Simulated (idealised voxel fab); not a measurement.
Process module in this document: voxel released beams
Xsec cut, 260 nm wide, square cell size 5 nm.
Notation: cross-section as square-cell grid; stated in bands, top first, going down; one or more cell rows per band.
What a band's entry tells you: where the top is and where the bottom is, as heights in nm, and after that what lies inside, material by material from left to right, each with its width in nm. Empty space is written as the word "blank", and a single material marked with the word "all across" occupies the band from edge to edge.
We count height from 0. Below that, the starting wafer is all one material. The lowest band never ends at the bottom but goes on down; see "0 and below" for how that is written.
A width such as "30->40" changes by the same amount from each row of cells to the next, from the band's top row to its bottom row.
Where a step carries "no modification", the cross-section came out of it unchanged, cell for cell.
You'll see "Unvented voids" listing empty spaces that have no way open to the top, as long as they're 8 cells or more; the notation is width x height at distance, where the distance is from the left edge, and all of it is in nm.
Text after the settings on a step's line: the simulator's own remark on that step.
What "overlay nm" on a step's line means: if the step has a mask, that mask lay this far to the right of its planned place, or, when the value is negative, to the left.
Each of the pairs that make up the rest of this document says: here is the cross-section before one process step, here is the cross-section after it, drawn only down to the lowest band that changed, and here, under the pair, is the step lying between them with its settings. Different pairs may come from different runs of this module on the same starting wafer, so a pair continues from the pair above it only where its entry headed "State before" says so.
STATE BEFORE
* 0 and below: Si all across
* Unvented voids: none
AFTER THE STEP
* 5 down to 0: Al2O3 all across
* Beneath the level 0, the cross-section is identical to its previous state.
* Unvented voids: none
Step linking the sections shown: CONFORMAL_DEP: material Al2O3, thk nm 5
State before: nothing new to draw here, it's the after view of the pair just above.
AFTER THE STEP
* 20 down to 5: SiO2 all across
* Beneath the level 5, the cross-section is identical to its previous state.
* Unvented voids: none
Step linking the sections shown: DIRECTIONAL_DEP: material SiO2, thk nm 15
State before: nothing new to draw here, it's the after view of the pair just above.
AFTER THE STEP
* 30 down to 20: aC all across
* Beneath the level 20, the cross-section is identical to its previous state.
* Unvented voids: none
Step linking the sections shown: DIRECTIONAL_DEP: material aC, thk nm 10
State before: nothing new to draw here, it's the after view of the pair just above.
AFTER THE STEP
* 60 down to 30: 70 nm resist / 45 nm blank / 145 nm resist
* Beneath the level 30, the cross-section is identical to its previous state.
* Unvented voids: none
Step linking the sections shown: PATTERN: tone open, mask id ANCHOR, material resist, width nm 45, thk nm 30, overlay nm 0
State before: nothing new to draw here, it's the after view of the pair just above.
AFTER THE STEP
* 50 down to 30: 70 nm resist / 45 nm blank / 145 nm resist
* 30 down to 20: 70 nm aC / 45 nm blank / 145 nm aC
* Beneath the level 20, the cross-section is identical to its previous state.
* Unvented voids: none
Step linking the sections shown: DIRECTIONAL_ETCH: etch materials aC, depth nm 10
State before: nothing new to draw here, it's the after view of the pair just above.
AFTER THE STEP
* 30 down to 20: 70 nm aC / 45 nm blank / 145 nm aC
* Beneath the level 20, the cross-section is identical to its previous state.
* Unvented voids: none
Step linking the sections shown: STRIP: etch materials resist
State before: nothing new to draw here, it's the after view of the pair just above.
AFTER THE STEP
* 30 down to 20: 70 nm aC / 45 nm blank / 145 nm aC
* 20 down to 5: 70 nm SiO2 / 45 nm blank / 145 nm SiO2
* Beneath the level 5, the cross-section is identical to its previous state.
* Unvented voids: none
Step linking the sections shown: DIRECTIONAL_ETCH: etch materials SiO2, depth nm 15
State before: nothing new to draw here, it's the after view of the pair just above.
AFTER THE STEP
* 20 down to 5: 70 nm SiO2 / 45 nm blank / 145 nm SiO2
* Beneath the level 5, the cross-section is identical to its previous state.
* Unvented voids: none
Step linking the sections shown: STRIP: etch materials aC
State before: nothing new to draw here, it's the after view of the pair just above.
AFTER THE STEP
* 35 down to 20: 85 nm SiN / 15 nm blank / 160 nm SiN
* 20 down to 5: 70 nm SiO2 / 45 nm SiN / 145 nm SiO2
* Beneath the level 5, the cross-section is identical to its previous state.
* Unvented voids: none
Step linking the sections shown: CONFORMAL_DEP: material SiN, thk nm 15
State before: nothing new to draw here, it's the after view of the pair just above.
AFTER THE STEP
* 45 down to 35: 85 nm aC / 15 nm blank / 160 nm aC
* 35 down to 30: 85 nm SiN / 15 nm blank / 160 nm SiN
* 30 down to 20: 85 nm SiN / 15 nm aC / 160 nm SiN
* Beneath the level 20, the cross-section is identical to its previous state.
* Unvented voids: none
Step linking the sections shown: DIRECTIONAL_DEP: material aC, thk nm 10
State before: nothing new to draw here, it's the after view of the pair just above.
AFTER THE STEP
* 75 down to 45: 65 nm blank / 120 nm resist / 75 nm blank
* 45 down to 35: 85 nm aC / 15 nm resist / 160 nm aC
* 35 down to 30: 85 nm SiN / 15 nm resist / 160 nm SiN
* Beneath the level 30, the cross-section is identical to its previous state.
* Unvented voids: none
Step linking the sections shown: PATTERN: tone cover, mask id BEAM, material resist, width nm 120, thk nm 30, overlay nm 0
State before: nothing new to draw here, it's the after view of the pair just above.
AFTER THE STEP
* 65 down to 45: 65 nm blank / 120 nm resist / 75 nm blank
* 45 down to 35: 65 nm blank / 20 nm aC / 15 nm resist / 85 nm aC / 75 nm blank
* Beneath the level 35, the cross-section is identical to its previous state.
* Unvented voids: none
Step linking the sections shown: DIRECTIONAL_ETCH: etch materials aC, depth nm 10
State before: nothing new to draw here, it's the after view of the pair just above.
AFTER THE STEP
* 45 down to 35: 65 nm blank / 20 nm aC / 15 nm blank / 85 nm aC / 75 nm blank
* 35 down to 30: 85 nm SiN / 15 nm blank / 160 nm SiN
* Beneath the level 30, the cross-section is identical to its previous state.
* Unvented voids: none
Step linking the sections shown: STRIP: etch materials resist
State before: nothing new to draw here, it's the after view of the pair just above.
AFTER THE STEP
* 45 down to 35: 65 nm blank / 20 nm aC / 15 nm blank / 85 nm aC / 75 nm blank
* 35 down to 30: 65 nm blank / 20 nm SiN / 15 nm blank / 85 nm SiN / 75 nm blank
* 30 down to 20: 65 nm blank / 20 nm SiN / 15 nm aC / 85 nm SiN / 75 nm blank
* Beneath the level 20, the cross-section is identical to its previous state.
* Unvented voids: none
Step linking the sections shown: DIRECTIONAL_ETCH: etch materials SiN, depth nm 15
State before: nothing new to draw here, it's the after view of the pair just above.
AFTER THE STEP
* 35 down to 20: 65 nm blank / 20 nm SiN / 15 nm blank / 85 nm SiN / 75 nm blank
* Beneath the level 20, the cross-section is identical to its previous state.
* Unvented voids: none
Step linking the sections shown: STRIP: etch materials aC
State before: nothing new to draw here, it's the after view of the pair just above.
AFTER THE STEP
* 35 down to 20: 65 nm blank / 20 nm SiN / 15 nm blank / 85 nm SiN / 75 nm blank
* 20 down to 5: 70 nm blank / 45 nm SiN / 145 nm blank
* Beneath the level 5, the cross-section is identical to its previous state.
* Unvented voids: none
Step linking the sections shown: STRIP: etch materials SiO2
STATE BEFORE
* 0 and below: Si all across
* Unvented voids: none
AFTER THE STEP
* 15 down to 0: SiO2 all across
* Beneath the level 0, the cross-section is identical to its previous state.
* Unvented voids: none
Step linking the sections shown: DIRECTIONAL_DEP: material SiO2, thk nm 15
State before: nothing new to draw here, it's the after view of the pair just above.
AFTER THE STEP
* 25 down to 15: aC all across
* Beneath the level 15, the cross-section is identical to its previous state.
* Unvented voids: none
Step linking the sections shown: DIRECTIONAL_DEP: material aC, thk nm 10
State before: nothing new to draw here, it's the after view of the pair just above.
AFTER THE STEP
* 55 down to 25: 70 nm resist / 45 nm blank / 145 nm resist
* Beneath the level 25, the cross-section is identical to its previous state.
* Unvented voids: none
Step linking the sections shown: PATTERN: tone open, mask id ANCHOR, material resist, width nm 45, thk nm 30, overlay nm 0
State before: nothing new to draw here, it's the after view of the pair just above.
AFTER THE STEP
* 45 down to 25: 70 nm resist / 45 nm blank / 145 nm resist
* 25 down to 15: 70 nm aC / 45 nm blank / 145 nm aC
* Beneath the level 15, the cross-section is identical to its previous state.
* Unvented voids: none
Step linking the sections shown: DIRECTIONAL_ETCH: etch materials aC, depth nm 10
State before: nothing new to draw here, it's the after view of the pair just above.
AFTER THE STEP
* 25 down to 15: 70 nm aC / 45 nm blank / 145 nm aC
* Beneath the level 15, the cross-section is identical to its previous state.
* Unvented voids: none
Step linking the sections shown: STRIP: etch materials resist
State before: nothing new to draw here, it's the after view of the pair just above.
AFTER THE STEP
* 25 down to 15: 70 nm aC / 45 nm blank / 145 nm aC
* 15 down to 0: 70 nm SiO2 / 45 nm blank / 145 nm SiO2
* Beneath the level 0, the cross-section is identical to its previous state.
* Unvented voids: none
Step linking the sections shown: DIRECTIONAL_ETCH: etch materials SiO2, depth nm 15
State before: nothing new to draw here, it's the after view of the pair just above.
AFTER THE STEP
* 15 down to 0: 70 nm SiO2 / 45 nm blank / 145 nm SiO2
* Beneath the level 0, the cross-section is identical to its previous state.
* Unvented voids: none
Step linking the sections shown: STRIP: etch materials aC
State before: nothing new to draw here, it's the after view of the pair just above.
AFTER THE STEP
* 30 down to 15: 85 nm SiN / 15 nm blank / 160 nm SiN
* 15 down to 0: 70 nm SiO2 / 45 nm SiN / 145 nm SiO2
* Beneath the level 0, the cross-section is identical to its previous state.
* Unvented voids: none
Step linking the sections shown: CONFORMAL_DEP: material SiN, thk nm 15
State before: nothing new to draw here, it's the after view of the pair just above.
AFTER THE STEP
* 40 down to 30: 85 nm aC / 15 nm blank / 160 nm aC
* 30 down to 25: 85 nm SiN / 15 nm blank / 160 nm SiN
* 25 down to 15: 85 nm SiN / 15 nm aC / 160 nm SiN
* Beneath the level 15, the cross-section is identical to its previous state.
* Unvented voids: none
Step linking the sections shown: DIRECTIONAL_DEP: material aC, thk nm 10
State before: nothing new to draw here, it's the after view of the pair just above.
AFTER THE STEP
* 70 down to 40: 65 nm blank / 120 nm resist / 75 nm blank
* 40 down to 30: 85 nm aC / 15 nm resist / 160 nm aC
* 30 down to 25: 85 nm SiN / 15 nm resist / 160 nm SiN
* Beneath the level 25, the cross-section is identical to its previous state.
* Unvented voids: none
Step linking the sections shown: PATTERN: tone cover, mask id BEAM, material resist, width nm 120, thk nm 30, overlay nm 0
State before: nothing new to draw here, it's the after view of the pair just above.
AFTER THE STEP
* 60 down to 40: 65 nm blank / 120 nm resist / 75 nm blank
* 40 down to 30: 65 nm blank / 20 nm aC / 15 nm resist / 85 nm aC / 75 nm blank
* Beneath the level 30, the cross-section is identical to its previous state.
* Unvented voids: none
Step linking the sections shown: DIRECTIONAL_ETCH: etch materials aC, depth nm 10
State before: nothing new to draw here, it's the after view of the pair just above.
AFTER THE STEP
* 40 down to 30: 65 nm blank / 20 nm aC / 15 nm blank / 85 nm aC / 75 nm blank
* 30 down to 25: 85 nm SiN / 15 nm blank / 160 nm SiN
* Beneath the level 25, the cross-section is identical to its previous state.
* Unvented voids: none
Step linking the sections shown: STRIP: etch materials resist
State before: nothing new to draw here, it's the after view of the pair just above.
AFTER THE STEP
* 40 down to 30: 65 nm blank / 20 nm aC / 15 nm blank / 85 nm aC / 75 nm blank
* 30 down to 25: 65 nm blank / 20 nm SiN / 15 nm blank / 85 nm SiN / 75 nm blank
* 25 down to 15: 65 nm blank / 20 nm SiN / 15 nm aC / 85 nm SiN / 75 nm blank
* Beneath the level 15, the cross-section is identical to its previous state.
* Unvented voids: none
Step linking the sections shown: DIRECTIONAL_ETCH: etch materials SiN, depth nm 15
State before: nothing new to draw here, it's the after view of the pair just above.
AFTER THE STEP
* 30 down to 15: 65 nm blank / 20 nm SiN / 15 nm blank / 85 nm SiN / 75 nm blank
* Beneath the level 15, the cross-section is identical to its previous state.
* Unvented voids: none
Step linking the sections shown: STRIP: etch materials aC
State before: nothing new to draw here, it's the after view of the pair just above.
AFTER THE STEP
* 30 down to 15: 65 nm blank / 20 nm SiN / 15 nm blank / 85 nm SiN / 75 nm blank
* 15 down to 0: 70 nm blank / 45 nm SiN / 145 nm blank
* Beneath the level 0, the cross-section is identical to its previous state.
* Unvented voids: none
Step linking the sections shown: STRIP: etch materials SiO2
STATE BEFORE
* 35 down to 20: 85 nm SiN / 15 nm blank / 160 nm SiN
* 20 down to 5: 70 nm SiO2 / 45 nm SiN / 145 nm SiO2
* 5 down to 0: Al2O3 all across
* 0 and below: Si all across
* Unvented voids: none
AFTER THE STEP
* 50 down to 20: SiN all across
* Beneath the level 20, the cross-section is identical to its previous state.
* Unvented voids: none
Step linking the sections shown: CONFORMAL_DEP: material SiN, thk nm 15
State before: nothing new to draw here, it's the after view of the pair just above.
AFTER THE STEP
* 60 down to 50: aC all across
* Beneath the level 50, the cross-section is identical to its previous state.
* Unvented voids: none
Step linking the sections shown: DIRECTIONAL_DEP: material aC, thk nm 10
State before: nothing new to draw here, it's the after view of the pair just above.
AFTER THE STEP
* 90 down to 60: 65 nm blank / 120 nm resist / 75 nm blank
* Beneath the level 60, the cross-section is identical to its previous state.
* Unvented voids: none
Step linking the sections shown: PATTERN: tone cover, mask id BEAM, material resist, width nm 120, thk nm 30, overlay nm 0
State before: nothing new to draw here, it's the after view of the pair just above.
AFTER THE STEP
* 80 down to 60: 65 nm blank / 120 nm resist / 75 nm blank
* 60 down to 50: 65 nm blank / 120 nm aC / 75 nm blank
* Beneath the level 50, the cross-section is identical to its previous state.
* Unvented voids: none
Step linking the sections shown: DIRECTIONAL_ETCH: etch materials aC, depth nm 10
State before: nothing new to draw here, it's the after view of the pair just above.
AFTER THE STEP
* 60 down to 50: 65 nm blank / 120 nm aC / 75 nm blank
* Beneath the level 50, the cross-section is identical to its previous state.
* Unvented voids: none
Step linking the sections shown: STRIP: etch materials resist
State before: nothing new to draw here, it's the after view of the pair just above.
AFTER THE STEP
* 60 down to 50: 65 nm blank / 120 nm aC / 75 nm blank
* 50 down to 35: 65 nm blank / 120 nm SiN / 75 nm blank
* Beneath the level 35, the cross-section is identical to its previous state.
* Unvented voids: none
Step linking the sections shown: DIRECTIONAL_ETCH: etch materials SiN, depth nm 15
State before: nothing new to draw here, it's the after view of the pair just above.
AFTER THE STEP
* 50 down to 35: 65 nm blank / 120 nm SiN / 75 nm blank
* Beneath the level 35, the cross-section is identical to its previous state.
* Unvented voids: none
Step linking the sections shown: STRIP: etch materials aC
STATE BEFORE
* 15 down to 0: SiO2 all across
* 0 and below: Si all across
* Unvented voids: none
AFTER THE STEP
* 20 down to 15: Al2O3 all across
* Beneath the level 15, the cross-section is identical to its previous state.
* Unvented voids: none
Step linking the sections shown: CONFORMAL_DEP: material Al2O3, thk nm 5
State before: nothing new to draw here, it's the after view of the pair just above.
AFTER THE STEP
* 30 down to 20: aC all across
* Beneath the level 20, the cross-section is identical to its previous state.
* Unvented voids: none
Step linking the sections shown: DIRECTIONAL_DEP: material aC, thk nm 10
State before: nothing new to draw here, it's the after view of the pair just above.
AFTER THE STEP
* 60 down to 30: 70 nm resist / 45 nm blank / 145 nm resist
* Beneath the level 30, the cross-section is identical to its previous state.
* Unvented voids: none
Step linking the sections shown: PATTERN: tone open, mask id ANCHOR, material resist, width nm 45, thk nm 30, overlay nm 0
State before: nothing new to draw here, it's the after view of the pair just above.
AFTER THE STEP
* 50 down to 30: 70 nm resist / 45 nm blank / 145 nm resist
* 30 down to 20: 70 nm aC / 45 nm blank / 145 nm aC
* Beneath the level 20, the cross-section is identical to its previous state.
* Unvented voids: none
Step linking the sections shown: DIRECTIONAL_ETCH: etch materials aC, depth nm 10
State before: nothing new to draw here, it's the after view of the pair just above.
AFTER THE STEP
* 30 down to 20: 70 nm aC / 45 nm blank / 145 nm aC
* Beneath the level 20, the cross-section is identical to its previous state.
* Unvented voids: none
Step linking the sections shown: STRIP: etch materials resist
State before: nothing new to draw here, it's the after view of the pair just above.
AFTER THE STEP
* 20 down to 15: Al2O3 all across
* Beneath the level 15, the cross-section is identical to its previous state.
* Unvented voids: none
Step linking the sections shown: STRIP: etch materials aC
State before: nothing new to draw here, it's the after view of the pair just above.
AFTER THE STEP
* 35 down to 20: SiN all across
* Beneath the level 20, the cross-section is identical to its previous state.
* Unvented voids: none
Step linking the sections shown: CONFORMAL_DEP: material SiN, thk nm 15
State before: nothing new to draw here, it's the after view of the pair just above.
AFTER THE STEP
* 45 down to 35: aC all across
* Beneath the level 35, the cross-section is identical to its previous state.
* Unvented voids: none
Step linking the sections shown: DIRECTIONAL_DEP: material aC, thk nm 10
State before: nothing new to draw here, it's the after view of the pair just above.
AFTER THE STEP
* 75 down to 45: 65 nm blank / 120 nm resist / 75 nm blank
* Beneath the level 45, the cross-section is identical to its previous state.
* Unvented voids: none
Step linking the sections shown: PATTERN: tone cover, mask id BEAM, material resist, width nm 120, thk nm 30, overlay nm 0
State before: nothing new to draw here, it's the after view of the pair just above.
AFTER THE STEP
* 65 down to 45: 65 nm blank / 120 nm resist / 75 nm blank
* 45 down to 35: 65 nm blank / 120 nm aC / 75 nm blank
* Beneath the level 35, the cross-section is identical to its previous state.
* Unvented voids: none
Step linking the sections shown: DIRECTIONAL_ETCH: etch materials aC, depth nm 10
State before: nothing new to draw here, it's the after view of the pair just above.
AFTER THE STEP
* 45 down to 35: 65 nm blank / 120 nm aC / 75 nm blank
* Beneath the level 35, the cross-section is identical to its previous state.
* Unvented voids: none
Step linking the sections shown: STRIP: etch materials resist
State before: nothing new to draw here, it's the after view of the pair just above.
AFTER THE STEP
* 45 down to 35: 65 nm blank / 120 nm aC / 75 nm blank
* 35 down to 20: 65 nm blank / 120 nm SiN / 75 nm blank
* Beneath the level 20, the cross-section is identical to its previous state.
* Unvented voids: none
Step linking the sections shown: DIRECTIONAL_ETCH: etch materials SiN, depth nm 15
State before: nothing new to draw here, it's the after view of the pair just above.
AFTER THE STEP
* 35 down to 20: 65 nm blank / 120 nm SiN / 75 nm blank
* Beneath the level 20, the cross-section is identical to its previous state.
* Unvented voids: none
Step linking the sections shown: STRIP: etch materials aC
STATE BEFORE
* 0 and below: Si all across
* Unvented voids: none
AFTER THE STEP
* 15 down to 0: Al2O3 all across
* Beneath the level 0, the cross-section is identical to its previous state.
* Unvented voids: none
Step linking the sections shown: CONFORMAL_DEP: material Al2O3, thk nm 15
State before: nothing new to draw here, it's the after view of the pair just above.
AFTER THE STEP
* 30 down to 15: SiO2 all across
* Beneath the level 15, the cross-section is identical to its previous state.
* Unvented voids: none
Step linking the sections shown: DIRECTIONAL_DEP: material SiO2, thk nm 15
State before: nothing new to draw here, it's the after view of the pair just above.
AFTER THE STEP
* 40 down to 30: aC all across
* Beneath the level 30, the cross-section is identical to its previous state.
* Unvented voids: none
Step linking the sections shown: DIRECTIONAL_DEP: material aC, thk nm 10
State before: nothing new to draw here, it's the after view of the pair just above.
AFTER THE STEP
* 70 down to 40: 70 nm resist / 45 nm blank / 145 nm resist
* Beneath the level 40, the cross-section is identical to its previous state.
* Unvented voids: none
Step linking the sections shown: PATTERN: tone open, mask id ANCHOR, material resist, width nm 45, thk nm 30, overlay nm 0
State before: nothing new to draw here, it's the after view of the pair just above.
AFTER THE STEP
* 60 down to 40: 70 nm resist / 45 nm blank / 145 nm resist
* 40 down to 30: 70 nm aC / 45 nm blank / 145 nm aC
* Beneath the level 30, the cross-section is identical to its previous state.
* Unvented voids: none
Step linking the sections shown: DIRECTIONAL_ETCH: etch materials aC, depth nm 10
State before: nothing new to draw here, it's the after view of the pair just above.
AFTER THE STEP
* 40 down to 30: 70 nm aC / 45 nm blank / 145 nm aC
* Beneath the level 30, the cross-section is identical to its previous state.
* Unvented voids: none
Step linking the sections shown: STRIP: etch materials resist
State before: nothing new to draw here, it's the after view of the pair just above.
AFTER THE STEP
* 40 down to 30: 70 nm aC / 45 nm blank / 145 nm aC
* 30 down to 15: 70 nm SiO2 / 45 nm blank / 145 nm SiO2
* Beneath the level 15, the cross-section is identical to its previous state.
* Unvented voids: none
Step linking the sections shown: DIRECTIONAL_ETCH: etch materials SiO2, depth nm 15
State before: nothing new to draw here, it's the after view of the pair just above.
AFTER THE STEP
* 30 down to 15: 70 nm SiO2 / 45 nm blank / 145 nm SiO2
* Beneath the level 15, the cross-section is identical to its previous state.
* Unvented voids: none
Step linking the sections shown: STRIP: etch materials aC
State before: nothing new to draw here, it's the after view of the pair just above.
AFTER THE STEP
* 45 down to 30: 85 nm SiN / 15 nm blank / 160 nm SiN
* 30 down to 15: 70 nm SiO2 / 45 nm SiN / 145 nm SiO2
* Beneath the level 15, the cross-section is identical to its previous state.
* Unvented voids: none
Step linking the sections shown: CONFORMAL_DEP: material SiN, thk nm 15
State before: nothing new to draw here, it's the after view of the pair just above.
AFTER THE STEP
* 55 down to 45: 85 nm aC / 15 nm blank / 160 nm aC
* 45 down to 40: 85 nm SiN / 15 nm blank / 160 nm SiN
* 40 down to 30: 85 nm SiN / 15 nm aC / 160 nm SiN
* Beneath the level 30, the cross-section is identical to its previous state.
* Unvented voids: none
Step linking the sections shown: DIRECTIONAL_DEP: material aC, thk nm 10
State before: nothing new to draw here, it's the after view of the pair just above.
AFTER THE STEP
* 85 down to 55: 65 nm blank / 120 nm resist / 75 nm blank
* 55 down to 45: 85 nm aC / 15 nm resist / 160 nm aC
* 45 down to 40: 85 nm SiN / 15 nm resist / 160 nm SiN
* Beneath the level 40, the cross-section is identical to its previous state.
* Unvented voids: none
Step linking the sections shown: PATTERN: tone cover, mask id BEAM, material resist, width nm 120, thk nm 30, overlay nm 0
State before: nothing new to draw here, it's the after view of the pair just above.
AFTER THE STEP
* 75 down to 55: 65 nm blank / 120 nm resist / 75 nm blank
* 55 down to 45: 65 nm blank / 20 nm aC / 15 nm resist / 85 nm aC / 75 nm blank
* Beneath the level 45, the cross-section is identical to its previous state.
* Unvented voids: none
Step linking the sections shown: DIRECTIONAL_ETCH: etch materials aC, depth nm 10
State before: nothing new to draw here, it's the after view of the pair just above.
AFTER THE STEP
* 55 down to 45: 65 nm blank / 20 nm aC / 15 nm blank / 85 nm aC / 75 nm blank
* 45 down to 40: 85 nm SiN / 15 nm blank / 160 nm SiN
* Beneath the level 40, the cross-section is identical to its previous state.
* Unvented voids: none
Step linking the sections shown: STRIP: etch materials resist
State before: nothing new to draw here, it's the after view of the pair just above.
AFTER THE STEP
* 55 down to 45: 65 nm blank / 20 nm aC / 15 nm blank / 85 nm aC / 75 nm blank
* 45 down to 40: 65 nm blank / 20 nm SiN / 15 nm blank / 85 nm SiN / 75 nm blank
* 40 down to 30: 65 nm blank / 20 nm SiN / 15 nm aC / 85 nm SiN / 75 nm blank
* Beneath the level 30, the cross-section is identical to its previous state.
* Unvented voids: none
Step linking the sections shown: DIRECTIONAL_ETCH: etch materials SiN, depth nm 15
State before: nothing new to draw here, it's the after view of the pair just above.
AFTER THE STEP
* 45 down to 30: 65 nm blank / 20 nm SiN / 15 nm blank / 85 nm SiN / 75 nm blank
* Beneath the level 30, the cross-section is identical to its previous state.
* Unvented voids: none
Step linking the sections shown: STRIP: etch materials aC
State before: nothing new to draw here, it's the after view of the pair just above.
AFTER THE STEP
* 45 down to 30: 65 nm blank / 20 nm SiN / 15 nm blank / 85 nm SiN / 75 nm blank
* 30 down to 15: 70 nm blank / 45 nm SiN / 145 nm blank
* Beneath the level 15, the cross-section is identical to its previous state.
* Unvented voids: none
Step linking the sections shown: STRIP: etch materials SiO2
STATE BEFORE
* 45 down to 35: 85 nm aC / 15 nm blank / 160 nm aC
* 35 down to 30: 85 nm SiN / 15 nm blank / 160 nm SiN
* 30 down to 20: 85 nm SiN / 15 nm aC / 160 nm SiN
* 20 down to 5: 70 nm SiO2 / 45 nm SiN / 145 nm SiO2
* 5 down to 0: Al2O3 all across
* 0 and below: Si all across
* Unvented voids: none
AFTER THE STEP
* 75 down to 45: 60 nm blank / 130 nm resist / 70 nm blank
* 45 down to 35: 85 nm aC / 15 nm resist / 160 nm aC
* 35 down to 30: 85 nm SiN / 15 nm resist / 160 nm SiN
* Beneath the level 30, the cross-section is identical to its previous state.
* Unvented voids: none
Step linking the sections shown: PATTERN: tone cover, mask id BEAM, material resist, width nm 130, thk nm 30, overlay nm 0
State before: nothing new to draw here, it's the after view of the pair just above.
AFTER THE STEP
* 65 down to 45: 60 nm blank / 130 nm resist / 70 nm blank
* 45 down to 35: 60 nm blank / 25 nm aC / 15 nm resist / 90 nm aC / 70 nm blank
* Beneath the level 35, the cross-section is identical to its previous state.
* Unvented voids: none
Step linking the sections shown: DIRECTIONAL_ETCH: etch materials aC, depth nm 10
State before: nothing new to draw here, it's the after view of the pair just above.
AFTER THE STEP
* 45 down to 35: 60 nm blank / 25 nm aC / 15 nm blank / 90 nm aC / 70 nm blank
* 35 down to 30: 85 nm SiN / 15 nm blank / 160 nm SiN
* Beneath the level 30, the cross-section is identical to its previous state.
* Unvented voids: none
Step linking the sections shown: STRIP: etch materials resist
State before: nothing new to draw here, it's the after view of the pair just above.
AFTER THE STEP
* 45 down to 35: 60 nm blank / 25 nm aC / 15 nm blank / 90 nm aC / 70 nm blank
* 35 down to 30: 60 nm blank / 25 nm SiN / 15 nm blank / 90 nm SiN / 70 nm blank
* 30 down to 20: 60 nm blank / 25 nm SiN / 15 nm aC / 90 nm SiN / 70 nm blank
* Beneath the level 20, the cross-section is identical to its previous state.
* Unvented voids: none
Step linking the sections shown: DIRECTIONAL_ETCH: etch materials SiN, depth nm 15
State before: nothing new to draw here, it's the after view of the pair just above.
AFTER THE STEP
* 35 down to 20: 60 nm blank / 25 nm SiN / 15 nm blank / 90 nm SiN / 70 nm blank
* Beneath the level 20, the cross-section is identical to its previous state.
* Unvented voids: none
Step linking the sections shown: STRIP: etch materials aC
State before: nothing new to draw here, it's the after view of the pair just above.
AFTER THE STEP
* 35 down to 20: 60 nm blank / 25 nm SiN / 15 nm blank / 90 nm SiN / 70 nm blank
* 20 down to 5: 70 nm blank / 45 nm SiN / 145 nm blank
* Beneath the level 5, the cross-section is identical to its previous state.
* Unvented voids: none
Step linking the sections shown: STRIP: etch materials SiO2
STATE BEFORE
* 30 down to 20: aC all across
* 20 down to 5: SiO2 all across
* 5 down to 0: Al2O3 all across
* 0 and below: Si all across
* Unvented voids: none
AFTER THE STEP
* 60 down to 30: 75 nm resist / 45 nm blank / 140 nm resist
* Beneath the level 30, the cross-section is identical to its previous state.
* Unvented voids: none
Step linking the sections shown: PATTERN: tone open, mask id ANCHOR, material resist, width nm 45, thk nm 30, overlay nm 5
State before: nothing new to draw here, it's the after view of the pair just above.
AFTER THE STEP
* 50 down to 30: 75 nm resist / 45 nm blank / 140 nm resist
* 30 down to 20: 75 nm aC / 45 nm blank / 140 nm aC
* Beneath the level 20, the cross-section is identical to its previous state.
* Unvented voids: none
Step linking the sections shown: DIRECTIONAL_ETCH: etch materials aC, depth nm 10
State before: nothing new to draw here, it's the after view of the pair just above.
AFTER THE STEP
* 30 down to 20: 75 nm aC / 45 nm blank / 140 nm aC
* Beneath the level 20, the cross-section is identical to its previous state.
* Unvented voids: none
Step linking the sections shown: STRIP: etch materials resist
State before: nothing new to draw here, it's the after view of the pair just above.
AFTER THE STEP
* 30 down to 20: 75 nm aC / 45 nm blank / 140 nm aC
* 20 down to 5: 75 nm SiO2 / 45 nm blank / 140 nm SiO2
* Beneath the level 5, the cross-section is identical to its previous state.
* Unvented voids: none
Step linking the sections shown: DIRECTIONAL_ETCH: etch materials SiO2, depth nm 15
State before: nothing new to draw here, it's the after view of the pair just above.
AFTER THE STEP
* 20 down to 5: 75 nm SiO2 / 45 nm blank / 140 nm SiO2
* Beneath the level 5, the cross-section is identical to its previous state.
* Unvented voids: none
Step linking the sections shown: STRIP: etch materials aC
State before: nothing new to draw here, it's the after view of the pair just above.
AFTER THE STEP
* 35 down to 20: 90 nm SiN / 15 nm blank / 155 nm SiN
* 20 down to 5: 75 nm SiO2 / 45 nm SiN / 140 nm SiO2
* Beneath the level 5, the cross-section is identical to its previous state.
* Unvented voids: none
Step linking the sections shown: CONFORMAL_DEP: material SiN, thk nm 15
State before: nothing new to draw here, it's the after view of the pair just above.
AFTER THE STEP
* 45 down to 35: 90 nm aC / 15 nm blank / 155 nm aC
* 35 down to 30: 90 nm SiN / 15 nm blank / 155 nm SiN
* 30 down to 20: 90 nm SiN / 15 nm aC / 155 nm SiN
* Beneath the level 20, the cross-section is identical to its previous state.
* Unvented voids: none
Step linking the sections shown: DIRECTIONAL_DEP: material aC, thk nm 10
State before: nothing new to draw here, it's the after view of the pair just above.
AFTER THE STEP
* 75 down to 45: 65 nm blank / 120 nm resist / 75 nm blank
* 45 down to 35: 90 nm aC / 15 nm resist / 155 nm aC
* 35 down to 30: 90 nm SiN / 15 nm resist / 155 nm SiN
* Beneath the level 30, the cross-section is identical to its previous state.
* Unvented voids: none
Step linking the sections shown: PATTERN: tone cover, mask id BEAM, material resist, width nm 120, thk nm 30, overlay nm 0
State before: nothing new to draw here, it's the after view of the pair just above.
AFTER THE STEP
* 65 down to 45: 65 nm blank / 120 nm resist / 75 nm blank
* 45 down to 35: 65 nm blank / 25 nm aC / 15 nm resist / 80 nm aC / 75 nm blank
* Beneath the level 35, the cross-section is identical to its previous state.
* Unvented voids: none
Step linking the sections shown: DIRECTIONAL_ETCH: etch materials aC, depth nm 10
State before: nothing new to draw here, it's the after view of the pair just above.
AFTER THE STEP
* 45 down to 35: 65 nm blank / 25 nm aC / 15 nm blank / 80 nm aC / 75 nm blank
* 35 down to 30: 90 nm SiN / 15 nm blank / 155 nm SiN
* Beneath the level 30, the cross-section is identical to its previous state.
* Unvented voids: none
Step linking the sections shown: STRIP: etch materials resist
State before: nothing new to draw here, it's the after view of the pair just above.
AFTER THE STEP
* 45 down to 35: 65 nm blank / 25 nm aC / 15 nm blank / 80 nm aC / 75 nm blank
* 35 down to 30: 65 nm blank / 25 nm SiN / 15 nm blank / 80 nm SiN / 75 nm blank
* 30 down to 20: 65 nm blank / 25 nm SiN / 15 nm aC / 80 nm SiN / 75 nm blank
* Beneath the level 20, the cross-section is identical to its previous state.
* Unvented voids: none
Step linking the sections shown: DIRECTIONAL_ETCH: etch materials SiN, depth nm 15
State before: nothing new to draw here, it's the after view of the pair just above.
AFTER THE STEP
* 35 down to 20: 65 nm blank / 25 nm SiN / 15 nm blank / 80 nm SiN / 75 nm blank
* Beneath the level 20, the cross-section is identical to its previous state.
* Unvented voids: none
Step linking the sections shown: STRIP: etch materials aC
State before: nothing new to draw here, it's the after view of the pair just above.
AFTER THE STEP
* 35 down to 20: 65 nm blank / 25 nm SiN / 15 nm blank / 80 nm SiN / 75 nm blank
* 20 down to 5: 75 nm blank / 45 nm SiN / 140 nm blank
* Beneath the level 5, the cross-section is identical to its previous state.
* Unvented voids: none
Step linking the sections shown: STRIP: etch materials SiO2
